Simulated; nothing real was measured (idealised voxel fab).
A process module follows: voxel released beams.
Displayed cross-section: cut, width of 215 nm, square cells sized 5 nm.
A cross-section in this document is a grid of square cells, and it is written down as bands, the top band listed before the ones below it; a band is made up of one or more rows of cells. Heights first: top, then bottom, in nm. Then materials, left to right, each with a width in nm. "all across" on a single material: fills the band edge to edge. "blank": empty space. Height datum 0, below which the as-received substrate wafer is one material. Lowest band open at the bottom, running downward: "from 0 down". The expression "30 to 40" gives the width at the extremes of the band, the first number at its top row of cells and the second at its bottom row, with the width changing by equal amounts from each row to the next in between. For the purposes of this document, the phrase "nothing altered" attached to a step denotes that no cell within the cross-section was modified by that step. "Closed void list" lists enclosed empty spaces (at least 8 cells, no open path upward to the top), each as width x height at distance from the left edge, in nm. Step line, after settings: the simulator's comment on this step. The optional step-line setting "overlay nm" applies to steps with a mask and quantifies how far to the right of its planned location the mask lay, a negative value indicating leftward placement.
-- The following list gives the planned process steps
1,RECEIVE (material Si)
2,CONFORMAL_DEP (material SiN; thk nm 5)
3,DIRECTIONAL_DEP (material SiO2; thk nm 15)
4,DIRECTIONAL_DEP (material aC; thk nm 15)
5,PATTERN (tone open; mask id ANCHOR; material resist; width nm 30; thk nm 35; overlay nm 0)
6,DIRECTIONAL_ETCH (etch materials aC; depth nm 15)
7,STRIP (etch materials resist)
8,DIRECTIONAL_ETCH (etch materials SiO2; depth nm 15)
9,STRIP (etch materials aC)
10,CONFORMAL_DEP (material TiN; thk nm 10)
11,DIRECTIONAL_DEP (material aC; thk nm 10)
12,PATTERN (tone cover; mask id BEAM; material resist; width nm 105; thk nm 30; overlay nm 0)
13,DIRECTIONAL_ETCH (etch materials aC; depth nm 10)
14,STRIP (etch materials resist)
15,DIRECTIONAL_ETCH (etch materials TiN; depth nm 10)
16,STRIP (etch materials aC)
17,STRIP (etch materials SiO2)
-- First of two wafers: run as planned
-- Delivered wafer in cross-section: state after step 1
- from 0 down | Si all across
- Closed void list: none
-- Cross-section of the wafer subsequent to step 2
- from 5 to 0 | SiN all across
- For the remainder of the cross-section, below 0, there is no change.
-- Cross-section of the wafer subsequent to step 3
- from 20 to 5 | SiO2 all across
- For the remainder of the cross-section, below 5, there is no change.
-- Cross-section of the wafer subsequent to step 4
- from 35 to 20 | aC all across
- For the remainder of the cross-section, below 20, there is no change.
-- Cross-section of the wafer subsequent to step 5
- from 70 to 35 | resist 55; blank 30; resist 130
- For the remainder of the cross-section, below 35, there is no change.
-- Cross-section of the wafer subsequent to step 6
- from 55 to 35 | resist 55; blank 30; resist 130
- from 35 to 20 | aC 55; blank 30; aC 130
- For the remainder of the cross-section, below 20, there is no change.
-- Cross-section of the wafer subsequent to step 7
- from 35 to 20 | aC 55; blank 30; aC 130
- For the remainder of the cross-section, below 20, there is no change.
-- Cross-section of the wafer subsequent to step 8
- from 35 to 20 | aC 55; blank 30; aC 130
- from 20 to 5 | SiO2 55; blank 30; SiO2 130
- For the remainder of the cross-section, below 5, there is no change.
-- Cross-section of the wafer subsequent to step 9
- from 20 to 5 | SiO2 55; blank 30; SiO2 130
- For the remainder of the cross-section, below 5, there is no change.
-- Cross-section of the wafer subsequent to step 10
- from 30 to 20 | TiN 65; blank 10; TiN 140
- from 20 to 15 | SiO2 55; TiN 10; blank 10; TiN 10; SiO2 130
- from 15 to 5 | SiO2 55; TiN 30; SiO2 130
- For the remainder of the cross-section, below 5, there is no change.
-- Cross-section of the wafer subsequent to step 11
- from 40 to 30 | aC 65; blank 10; aC 140
- from 30 to 25 | TiN 65; blank 10; TiN 140
- from 25 to 20 | TiN 65; aC 10; TiN 140
- from 20 to 15 | SiO2 55; TiN 10; aC 10; TiN 10; SiO2 130
- For the remainder of the cross-section, below 15, there is no change.
-- Cross-section of the wafer subsequent to step 12
- from 70 to 40 | blank 50; resist 105; blank 60
- from 40 to 30 | aC 65; resist 10; aC 140
- from 30 to 25 | TiN 65; resist 10; TiN 140
- For the remainder of the cross-section, below 25, there is no change.
-- Cross-section of the wafer subsequent to step 13
- from 60 to 40 | blank 50; resist 105; blank 60
- from 40 to 30 | blank 50; aC 15; resist 10; aC 80; blank 60
- For the remainder of the cross-section, below 30, there is no change.
-- Cross-section of the wafer subsequent to step 14
- from 40 to 30 | blank 50; aC 15; blank 10; aC 80; blank 60
- from 30 to 25 | TiN 65; blank 10; TiN 140
- For the remainder of the cross-section, below 25, there is no change.
-- Cross-section of the wafer subsequent to step 15
- from 40 to 30 | blank 50; aC 15; blank 10; aC 80; blank 60
- from 30 to 25 | blank 50; TiN 15; blank 10; TiN 80; blank 60
- from 25 to 20 | blank 50; TiN 15; aC 10; TiN 80; blank 60
- For the remainder of the cross-section, below 20, there is no change.
-- Cross-section of the wafer subsequent to step 16
- from 30 to 20 | blank 50; TiN 15; blank 10; TiN 80; blank 60
- from 20 to 15 | SiO2 55; TiN 10; blank 10; TiN 10; SiO2 130
- For the remainder of the cross-section, below 15, there is no change.
-- Cross-section of the wafer subsequent to step 17
- from 30 to 20 | blank 50; TiN 15; blank 10; TiN 80; blank 60
- from 20 to 15 | blank 55; TiN 10; blank 10; TiN 10; blank 130
- from 15 to 5 | blank 55; TiN 30; blank 130
- For the remainder of the cross-section, below 5, there is no change.
-- Wafer two: like wafer one in start and plan, but with one mistake in execution; identical up to and including step 2
-- What the second wafer looks like in cross-section when step 3 should have wrapped up
- from 10 to 5 | SiO2 all across
- For the remainder of the cross-section, below 5, there is no change.
-- What the second wafer looks like in cross-section when step 4 should have wrapped up
- from 25 to 10 | aC all across
- For the remainder of the cross-section, below 10, there is no change.
-- What the second wafer looks like in cross-section when step 5 should have wrapped up
- from 60 to 25 | resist 55; blank 30; resist 130
- For the remainder of the cross-section, below 25, there is no change.
-- What the second wafer looks like in cross-section when step 6 should have wrapped up
- from 45 to 25 | resist 55; blank 30; resist 130
- from 25 to 10 | aC 55; blank 30; aC 130
- For the remainder of the cross-section, below 10, there is no change.
-- What the second wafer looks like in cross-section when step 7 should have wrapped up
- from 25 to 10 | aC 55; blank 30; aC 130
- For the remainder of the cross-section, below 10, there is no change.
-- What the second wafer looks like in cross-section when step 8 should have wrapped up
- from 25 to 10 | aC 55; blank 30; aC 130
- from 10 to 5 | SiO2 55; blank 30; SiO2 130
- For the remainder of the cross-section, below 5, there is no change.
-- What the second wafer looks like in cross-section when step 9 should have wrapped up
- from 10 to 5 | SiO2 55; blank 30; SiO2 130
- For the remainder of the cross-section, below 5, there is no change.
-- What the second wafer looks like in cross-section when step 10 should have wrapped up
- from 20 to 15 | TiN 65; blank 10; TiN 140
- from 15 to 10 | TiN all across
- from 10 to 5 | SiO2 55; TiN 30; SiO2 130
- For the remainder of the cross-section, below 5, there is no change.
-- What the second wafer looks like in cross-section when step 11 should have wrapped up
- from 30 to 25 | aC 65; blank 10; aC 140
- from 25 to 20 | aC all across
- from 20 to 15 | TiN 65; aC 10; TiN 140
- For the remainder of the cross-section, below 15, there is no change.
-- What the second wafer looks like in cross-section when step 12 should have wrapped up
- from 60 to 30 | blank 50; resist 105; blank 60
- from 30 to 25 | aC 65; resist 10; aC 140
- For the remainder of the cross-section, below 25, there is no change.
-- What the second wafer looks like in cross-section when step 13 should have wrapped up
- from 50 to 30 | blank 50; resist 105; blank 60
- from 30 to 25 | blank 50; aC 15; resist 10; aC 80; blank 60
- from 25 to 20 | blank 50; aC 105; blank 60
- For the remainder of the cross-section, below 20, there is no change.
-- What the second wafer looks like in cross-section when step 14 should have wrapped up
- from 30 to 25 | blank 50; aC 15; blank 10; aC 80; blank 60
- For the remainder of the cross-section, below 25, there is no change.
-- What the second wafer looks like in cross-section when step 15 should have wrapped up
- from 30 to 25 | blank 50; aC 15; blank 10; aC 80; blank 60
- from 25 to 20 | blank 50; aC 105; blank 60
- from 20 to 15 | blank 50; TiN 15; aC 10; TiN 80; blank 60
- from 15 to 10 | blank 50; TiN 105; blank 60
- For the remainder of the cross-section, below 10, there is no change.
-- What the second wafer looks like in cross-section when step 16 should have wrapped up
- from 20 to 15 | blank 50; TiN 15; blank 10; TiN 80; blank 60
- For the remainder of the cross-section, below 15, there is no change.
-- What the second wafer looks like in cross-section when step 17 should have wrapped up
- from 20 to 15 | blank 50; TiN 15; blank 10; TiN 80; blank 60
- from 15 to 5 | blank 50 to 55; TiN 105 to 30; blank 60 to 130
- For the remainder of the cross-section, below 5, there is no change.
What was done differently from what was planned? step 3 deviated from plan and actually ran as DIRECTIONAL_DEP (material SiO2; thk nm 5)
Per the end-of-run cell counts, the second wafer holds more or fewer of some materials than the first: -8 TiN
